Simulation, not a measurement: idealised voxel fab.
Herein follows the process module entitled voxel ribs on slabs.
This is section cut - it's 205 nm across, gridded in 5 nm square cells.
Each cross-section below is a grid of square cells, stated as bands in top-down order, with one or more rows of cells making up each band. First you get the band's top height and its bottom height, in nm, and then the materials it's made of, left to right, with each width in nm. If you see a single material with "full width", that one covers the band edge to edge. "empty" is empty space. Ref level 0: as-received wafer is one material below here. Bottom band extends down with no lower bound ("0 -> down"). A two-number width, for instance "30->40", indicates that the width is equal to the first number in the top row of the band and to the second number in the bottom row, and that it changes by a constant amount per row of cells. "left unchanged" -> step changed no cross-section cell. "Sealed internal voids": empty spaces of 8 cells or more with no open way to the top, each given as width x height at distance, distance from the left edge, all in nm. Where a step's line continues beyond its settings, the continuation is a remark by the simulator itself on that step. "overlay nm" denotes, for a step that has a mask, the displacement of the mask to the right of its planned place, with negative values corresponding to the left.
## Process steps (planned)
step 1: RECEIVE | material Si
step 2: DIRECTIONAL_DEP | material SiO2 | thk nm 25
step 3: DIRECTIONAL_DEP | material SiN | thk nm 15
step 4: DIRECTIONAL_DEP | material aC | thk nm 10
step 5: PATTERN | tone cover | mask id RIB | material resist | width nm 20 | thk nm 25 | overlay nm 0
step 6: DIRECTIONAL_ETCH | etch materials aC | depth nm 10
step 7: STRIP | etch materials resist
step 8: DIRECTIONAL_ETCH | etch materials SiN | depth nm 5
step 9: STRIP | etch materials aC
step 10: MASKED_ETCH | tone cover | mask id SLAB | width nm 60 | etch materials SiN | depth nm 10 | overlay nm 0
step 11: FILL_DEP | material SiO2 | thk nm 15
step 12: CMP | height nm 50
step 13: DIRECTIONAL_DEP | material W | thk nm 10
step 14: PATTERN | tone cover | mask id HEATER | material resist | width nm 30 | thk nm 15 | overlay nm 0
step 15: DIRECTIONAL_ETCH | etch materials W | depth nm 10
step 16: STRIP | etch materials resist
step 17: CONFORMAL_DEP | material SiN | thk nm 5
## Incoming wafer in cross-section (state: after step 1)
> 0 -> down | Si full width
> Sealed internal voids: none
## Run as planned - first of the two wafers cross-sectioned at the end of the module
> 65 -> 60 | empty: 80, then SiN: 40, then empty: 85
> 60 -> 55 | empty: 80, then SiN: 5, then W: 30, then SiN: 5, then empty: 85
> 55 -> 50 | SiN: 85, then W: 30, then SiN: 90
> 50 -> 40 | SiO2 full width
> 40 -> 35 | SiO2: 90, then SiN: 20, then SiO2: 95
> 35 -> 25 | SiO2: 70, then SiN: 60, then SiO2: 75
> 25 -> 0 | SiO2 full width
> 0 -> down | Si full width
> Sealed internal voids: none
## Presented here is a cross-section of the second of the two wafers as it stood at the end of the module. It was started in the same manner and assigned the same plan as the first wafer; however, one mistake was made in its execution
> 75 -> 65 | empty: 70, then SiN: 60, then empty: 75
> 65 -> 60 | SiN full width
> 60 -> 50 | SiN: 85, then W: 30, then SiN: 90
> 50 -> 40 | SiO2 full width
> 40 -> 35 | SiO2: 90, then SiN: 20, then SiO2: 95
> 35 -> 25 | SiO2: 70, then SiN: 60, then SiO2: 75
> 25 -> 0 | SiO2 full width
> 0 -> down | Si full width
> Sealed internal voids: none
It is concluded that the wafer was processed incorrectly with respect to the plan, in that step 17 ran differently from the plan; actual operation with settings: CONFORMAL_DEP | material SiN | thk nm 15
At the finish, the second wafer shows more or fewer cells for some materials than the first does: 90 more of SiN
